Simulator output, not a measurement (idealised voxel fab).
Documented hereafter: the process module known as voxel capacitor over wiring.
The cross-section on display is named cut; it measures 155 nm wide, and its cells are 5 nm squares.
When this document writes out a cross-section, it uses a grid of square cells and lists it as bands, beginning at the top and moving down, with a band standing for one or more rows of cells.
This entry defines a band. It first specifies the height of the band's top and the height of its bottom in nm, and then specifies the band's materials from left to right, stating each material with its width in nm. The word "everywhere" identifies a single material that fills the band from edge to edge, while the word "empty" identifies empty space.
Zero point of the height axis is 0; under it, received wafer = one material. Lowest band: continues down indefinitely, "0 -> down".
When a width is written as two numbers, as in "30 to 40", the first number is the width in the top row of cells of the band and the second is the width in its bottom row, and the width changes by the same amount from each row to the next.
Reading "nothing altered" for a step: not a cell of the cross-section changed in it.
In "Voids, enclosed" the enclosed voids are listed, meaning empty spaces of 8 cells or larger without any opening to the top. The form is width x height at distance, distance from the left edge, units nm.
Step line, after settings: the simulator's comment on this step.
On any step carrying a mask, the "overlay nm" setting, if present on the step's line, tells how far right of its planned place the mask lay; negative values point to the left.

### List of planned process steps
| 1 | RECEIVE,material Si |
| 2 | CONFORMAL_DEP,material SiO2,thk nm 10 |
| 3 | CONFORMAL_DEP,material SiN,thk nm 5 |
| 4 | DIRECTIONAL_DEP,material SiO2,thk nm 25 |
| 5 | DIRECTIONAL_DEP,material aC,thk nm 15 |
| 6 | PATTERN,tone open,mask id METAL_1,material resist,width nm 20,pitch nm 85,thk nm 30,overlay nm 0 |
| 7 | DIRECTIONAL_ETCH,etch materials aC,depth nm 15 |
| 8 | STRIP,etch materials resist |
| 9 | DIRECTIONAL_ETCH,etch materials SiO2,depth nm 25 |
| 10 | DIRECTIONAL_ETCH,etch materials SiN,depth nm 5 |
| 11 | STRIP,etch materials aC |
| 12 | CONFORMAL_DEP,material TiN,thk nm 5 |
| 13 | FILL_DEP,material Cu,thk nm 5 |
| 14 | CMP,height nm 40 |
| 15 | CONFORMAL_DEP,material SiCN,thk nm 5 |
| 16 | DIRECTIONAL_DEP,material SiO2,thk nm 15 |
| 17 | DIRECTIONAL_DEP,material aC,thk nm 15 |
| 18 | PATTERN,tone open,mask id PLUG_1,material resist,width nm 15,thk nm 30,overlay nm 0 |
| 19 | DIRECTIONAL_ETCH,etch materials aC,depth nm 15 |
| 20 | STRIP,etch materials resist |
| 21 | DIRECTIONAL_ETCH,etch materials SiO2,depth nm 15 |
| 22 | DIRECTIONAL_ETCH,etch materials SiCN,depth nm 5 |
| 23 | STRIP,etch materials aC |
| 24 | EPI,material Ru,thk nm 10 |
| 25 | EPI,material Ru,thk nm 10 |
| 26 | DIRECTIONAL_DEP,material TiN,thk nm 10 |
| 27 | DIRECTIONAL_DEP,material SiN,thk nm 5 |
| 28 | DIRECTIONAL_DEP,material TiN,thk nm 5 |
| 29 | PATTERN,tone cover,mask id UPPER_PLATE,material resist,width nm 70,thk nm 15,overlay nm 0 |
| 30 | DIRECTIONAL_ETCH,etch materials TiN,depth nm 5 |
| 31 | DIRECTIONAL_ETCH,etch materials SiN,depth nm 5 |
| 32 | STRIP,etch materials resist |
| 33 | MASKED_ETCH,tone cover,mask id LOWER_PLATE,width nm 80,etch materials TiN,depth nm 10,overlay nm 0 |
| 34 | FILL_DEP,material SiO2,thk nm 15 |
| 35 | CMP,height nm 90 |
| 36 | MASKED_ETCH,tone open,mask id PLUG_2,width nm 15,etch materials SiO2,depth nm 10,overlay nm 0 |
| 37 | CONFORMAL_DEP,material TiN,thk nm 5 |
| 38 | FILL_DEP,material Ru,thk nm 10 |
| 39 | CMP,height nm 90 |
| 40 | CONFORMAL_DEP,material SiCN,thk nm 5 |
The wafers are alike at the start. At step 36, their width nm differs. The plan lists the first wafer's value.

### The first of several wafers as received, shown in cross-section; this is its state after step 1
    0 -> down | Si everywhere
    Voids, enclosed: none

### Wafer rows, end of module: cells per material gained (+) or lost (-) since receipt; closed voids last
width nm 15 | +20 Cu | +13 Ru | +59 SiCN | +37 SiN | +381 SiO2 | +79 TiN | Voids, enclosed: none
width nm 20 | +20 Cu | +14 Ru | +59 SiCN | +37 SiN | +379 SiO2 | +80 TiN | Voids, enclosed: none
width nm 25 | +20 Cu | +15 Ru | +59 SiCN | +37 SiN | +377 SiO2 | +81 TiN | Voids, enclosed: none
width nm 30 | +20 Cu | +16 Ru | +59 SiCN | +37 SiN | +375 SiO2 | +82 TiN | Voids, enclosed: none
